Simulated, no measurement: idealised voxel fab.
process module | voxel self aligned vias
cross-section cut | 175 nm wide | cells 5 nm
A cross-section is a grid of square cells, given in bands from the top down. A band is one or more rows of cells.
Each band's line starts with the height of the band's top and of its bottom, in nm. Then come its materials from left to right, each with its width in nm. One material with "throughout" fills the band from edge to edge. "air" is empty space.
Height 0 is the level under which the wafer as received is all one material. The lowest band goes on downwards, as in "0 down".
A width such as "30 to 40" changes by the same amount from each row of cells to the next, from the band's top row to its bottom row.
"no change" after a step means that no cell of the cross-section changed.
closed voids: empty space of 8 cells or more with no open way to the top, each as width x height at its distance from the left edge, in nm
after a step's settings: what the simulator itself notes on the step
overlay nm, on a step with a mask: how far to the right of its planned place the mask lay; to the left if negative
plan
1 op RECEIVE | material Si
2 op CONFORMAL_DEP | material SiO2 | thk nm 15
3 op CONFORMAL_DEP | material SiCN | thk nm 5
4 op DIRECTIONAL_DEP | material lowk | thk nm 30
5 op DIRECTIONAL_DEP | material aC | thk nm 15
6 op PATTERN | tone open | mask id LINES | material resist | width nm 25 | pitch nm 65 | thk nm 35 | overlay nm 0
7 op DIRECTIONAL_ETCH | etch materials aC | depth nm 15
8 op STRIP | etch materials resist
9 op DIRECTIONAL_ETCH | etch materials lowk | depth nm 30
10 op STRIP | etch materials aC
11 op CONFORMAL_DEP | material TiN | thk nm 5
12 op FILL_DEP | material W | thk nm 5
13 op CMP | height nm 50
14 op SELECTIVE_ETCH | etch materials W Ru TiN | depth nm 10
15 op FILL_DEP | material SiN | thk nm 10
16 op CMP | height nm 50
17 op DIRECTIONAL_DEP | material lowk | thk nm 20
18 op DIRECTIONAL_DEP | material aC | thk nm 10
19 op PATTERN | tone open | mask id VIAS | material resist | width nm 35 | thk nm 30 | overlay nm -15
20 op DIRECTIONAL_ETCH | etch materials aC | depth nm 10
21 op STRIP | etch materials resist
22 op DIRECTIONAL_ETCH | etch materials lowk | depth nm 20
23 op DIRECTIONAL_ETCH | etch materials SiN | depth nm 10
24 op STRIP | etch materials aC
25 op CONFORMAL_DEP | material TiN | thk nm 5
26 op FILL_DEP | material W | thk nm 10
27 op CMP | height nm 70
28 op CONFORMAL_DEP | material SiN | thk nm 5
varied across the wafers: overlay nm of step 19. The plan shows the first wafer's value. All wafers start alike
first wafer as received, after step 1
  0 down: Si throughout
  closed voids: none
first wafer at the end, after step 28
  75 to 70: SiN throughout
  70 to 55: lowk 20 | TiN 5 | W 25 | TiN 5 | lowk 120
  55 to 50: lowk 20 | TiN 25 | W 5 | TiN 5 | lowk 120
  50 to 45: lowk 40 | TiN 5 | W 5 | TiN 5 | SiN 10 | lowk 40 | SiN 25 | lowk 45
  45 to 40: lowk 40 | TiN 15 | SiN 10 | lowk 40 | SiN 25 | lowk 45
  40 to 25: lowk 40 | TiN 5 | W 15 | TiN 5 | lowk 40 | TiN 5 | W 15 | TiN 5 | lowk 45
  25 to 20: lowk 40 | TiN 25 | lowk 40 | TiN 25 | lowk 45
  20 to 15: SiCN throughout
  15 to 0: SiO2 throughout
  0 down: Si throughout
  closed voids: none
last wafer at the end
  75 to 70: SiN throughout
  70 to 55: lowk 50 | TiN 5 | W 25 | TiN 5 | lowk 90
  55 to 50: lowk 50 | TiN 5 | W 5 | TiN 25 | lowk 90
  50 to 45: lowk 40 | SiN 10 | TiN 5 | W 5 | TiN 5 | lowk 40 | SiN 25 | lowk 45
  45 to 40: lowk 40 | SiN 10 | TiN 15 | lowk 40 | SiN 25 | lowk 45
  40 to 25: lowk 40 | TiN 5 | W 15 | TiN 5 | lowk 40 | TiN 5 | W 15 | TiN 5 | lowk 45
  25 to 20: lowk 40 | TiN 25 | lowk 40 | TiN 25 | lowk 45
  20 to 15: SiCN throughout
  15 to 0: SiO2 throughout
  0 down: Si throughout
  closed voids: none
each wafer at the end: cells of each material gained (+) or lost (-) since it was received, then its closed voids
overlay nm -15 | +35 SiCN | +49 SiN | +105 SiO2 | +39 TiN | +35 W | +262 lowk | closed voids: none
overlay nm -10 | +35 SiCN | +47 SiN | +105 SiO2 | +39 TiN | +37 W | +262 lowk | closed voids: none
overlay nm -5 | +35 SiCN | +45 SiN | +105 SiO2 | +39 TiN | +39 W | +262 lowk | closed voids: none
overlay nm 0 | +35 SiCN | +45 SiN | +105 SiO2 | +39 TiN | +39 W | +262 lowk | closed voids: none
overlay nm 5 | +35 SiCN | +45 SiN | +105 SiO2 | +39 TiN | +39 W | +262 lowk | closed voids: none
overlay nm 10 | +35 SiCN | +47 SiN | +105 SiO2 | +39 TiN | +37 W | +262 lowk | closed voids: none
overlay nm 15 | +35 SiCN | +49 SiN | +105 SiO2 | +39 TiN | +35 W | +262 lowk | closed voids: none
